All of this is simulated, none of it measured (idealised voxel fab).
Name of the process module below: voxel released beams
285 nm wide, 5 nm square cells: that's cross-section cut.
In this document a cross-section is written as a grid of square cells. It is given as a series of bands, listed from the top down, and a band is one or more rows of cells. In this notation a band is specified by the heights of its top and bottom, in that order and in nm, after which its materials appear from left to right, each paired with its width in nm. The word "throughout" attached to a single material means that material fills the band from edge to edge; the word "empty" stands for empty space. Heights are reckoned from 0. Under this level, the received wafer is all of one material. The bottommost band is open-ended downward, for example "0 nm and below". Top row gets the first number, bottom row gets the second, and each row in between changes by the same step: that is how a band width like "30->40" works. Reading "nothing altered" for a step: not a cell of the cross-section changed in it. The list in "Closed void list" covers empty spaces of 8 cells or more that cannot reach the top through any open way, and it gives each as width x height at distance; the distance is from the left edge, and width, height and distance are in nm. What comes after the settings on a step's line is commentary from the simulator itself on that step. If you see "overlay nm" on a step's line and that step has a mask, it's telling you how far right of where it was planned the mask ended up; a negative number means it went left instead.

List of planned process steps:
1 RECEIVE | material Si
2 CONFORMAL_DEP | material SiN | thk nm 10
3 DIRECTIONAL_DEP | material SiO2 | thk nm 10
4 MASKED_ETCH | tone open | mask id ANCHOR | width nm 25 | etch materials SiO2 | depth nm 10 | overlay nm 0
5 CONFORMAL_DEP | material polySi | thk nm 10
6 DIRECTIONAL_DEP | material aC | thk nm 15
7 PATTERN | tone cover | mask id BEAM | material resist | width nm 90 | thk nm 30 | overlay nm 0
8 DIRECTIONAL_ETCH | etch materials aC | depth nm 15
9 STRIP | etch materials resist
10 DIRECTIONAL_ETCH | etch materials polySi | depth nm 10
11 STRIP | etch materials aC
12 STRIP | etch materials SiO2

Run as planned: first of two wafers:

Cross-section of the wafer as it came to us, i.e., already through step 1:
> 0 nm and below | Si throughout
> Closed void list: none

After step 2: wafer cross-section:
> 10 nm to 0 nm | SiN throughout
> At heights below 0, the structure remains unaltered.

After step 3: wafer cross-section:
> 20 nm to 10 nm | SiO2 throughout
> At heights below 10, the structure remains unaltered.

After step 4: wafer cross-section:
> 20 nm to 10 nm | SiO2 100, empty 25, SiO2 160
> At heights below 10, the structure remains unaltered.

After step 5: wafer cross-section:
> 30 nm to 20 nm | polySi 110, empty 5, polySi 170
> 20 nm to 10 nm | SiO2 100, polySi 25, SiO2 160
> At heights below 10, the structure remains unaltered.

After step 6: wafer cross-section:
> 45 nm to 35 nm | aC 110, empty 5, aC 170
> 35 nm to 30 nm | aC throughout
> 30 nm to 20 nm | polySi 110, aC 5, polySi 170
> At heights below 20, the structure remains unaltered.

After step 7: wafer cross-section:
> 75 nm to 45 nm | empty 95, resist 90, empty 100
> 45 nm to 35 nm | aC 110, resist 5, aC 170
> At heights below 35, the structure remains unaltered.

After step 8: wafer cross-section:
> 60 nm to 45 nm | empty 95, resist 90, empty 100
> 45 nm to 35 nm | empty 95, aC 15, resist 5, aC 70, empty 100
> 35 nm to 30 nm | empty 95, aC 90, empty 100
> At heights below 30, the structure remains unaltered.

After step 9: wafer cross-section:
> 45 nm to 35 nm | empty 95, aC 15, empty 5, aC 70, empty 100
> At heights below 35, the structure remains unaltered.

After step 10: wafer cross-section:
> 45 nm to 35 nm | empty 95, aC 15, empty 5, aC 70, empty 100
> 35 nm to 30 nm | empty 95, aC 90, empty 100
> 30 nm to 20 nm | empty 95, polySi 15, aC 5, polySi 70, empty 100
> At heights below 20, the structure remains unaltered.

After step 11: wafer cross-section:
> 30 nm to 20 nm | empty 95, polySi 15, empty 5, polySi 70, empty 100
> At heights below 20, the structure remains unaltered.

After step 12: wafer cross-section:
> 30 nm to 20 nm | empty 95, polySi 15, empty 5, polySi 70, empty 100
> 20 nm to 10 nm | empty 100, polySi 25, empty 160
> At heights below 10, the structure remains unaltered.

Second wafer: same start and same plan as the first, one execution error; identical to the first through step 3:

What the second wafer looks like in cross-section when step 4 should have wrapped up:
> 20 nm to 10 nm | SiO2 105, empty 15, SiO2 165
> At heights below 10, the structure remains unaltered.

What the second wafer looks like in cross-section when step 5 should have wrapped up:
> 30 nm to 20 nm | polySi throughout
> 20 nm to 10 nm | SiO2 105, polySi 15, SiO2 165
> At heights below 10, the structure remains unaltered.

What the second wafer looks like in cross-section when step 6 should have wrapped up:
> 45 nm to 30 nm | aC throughout
> At heights below 30, the structure remains unaltered.

What the second wafer looks like in cross-section when step 7 should have wrapped up:
> 75 nm to 45 nm | empty 95, resist 90, empty 100
> At heights below 45, the structure remains unaltered.

What the second wafer looks like in cross-section when step 8 should have wrapped up:
> 60 nm to 45 nm | empty 95, resist 90, empty 100
> 45 nm to 30 nm | empty 95, aC 90, empty 100
> At heights below 30, the structure remains unaltered.

What the second wafer looks like in cross-section when step 9 should have wrapped up:
> 45 nm to 30 nm | empty 95, aC 90, empty 100
> At heights below 30, the structure remains unaltered.

What the second wafer looks like in cross-section when step 10 should have wrapped up:
> 45 nm to 30 nm | empty 95, aC 90, empty 100
> 30 nm to 20 nm | empty 95, polySi 90, empty 100
> At heights below 20, the structure remains unaltered.

What the second wafer looks like in cross-section when step 11 should have wrapped up:
> 30 nm to 20 nm | empty 95, polySi 90, empty 100
> At heights below 20, the structure remains unaltered.

What the second wafer looks like in cross-section when step 12 should have wrapped up:
> 30 nm to 20 nm | empty 95, polySi 90, empty 100
> 20 nm to 10 nm | empty 105, polySi 15, empty 165
> At heights below 10, the structure remains unaltered.
Heads up, the wafer didn't run the way we planned it: it should be noted that step 4 was executed with settings other than those planned, the operation and settings actually applied being MASKED_ETCH | tone open | mask id ANCHOR | width nm 15 | etch materials SiO2 | depth nm 10 | overlay nm 0
Final comparison by cell count, materials where the second wafer has more or fewer than the first: -2 polySi
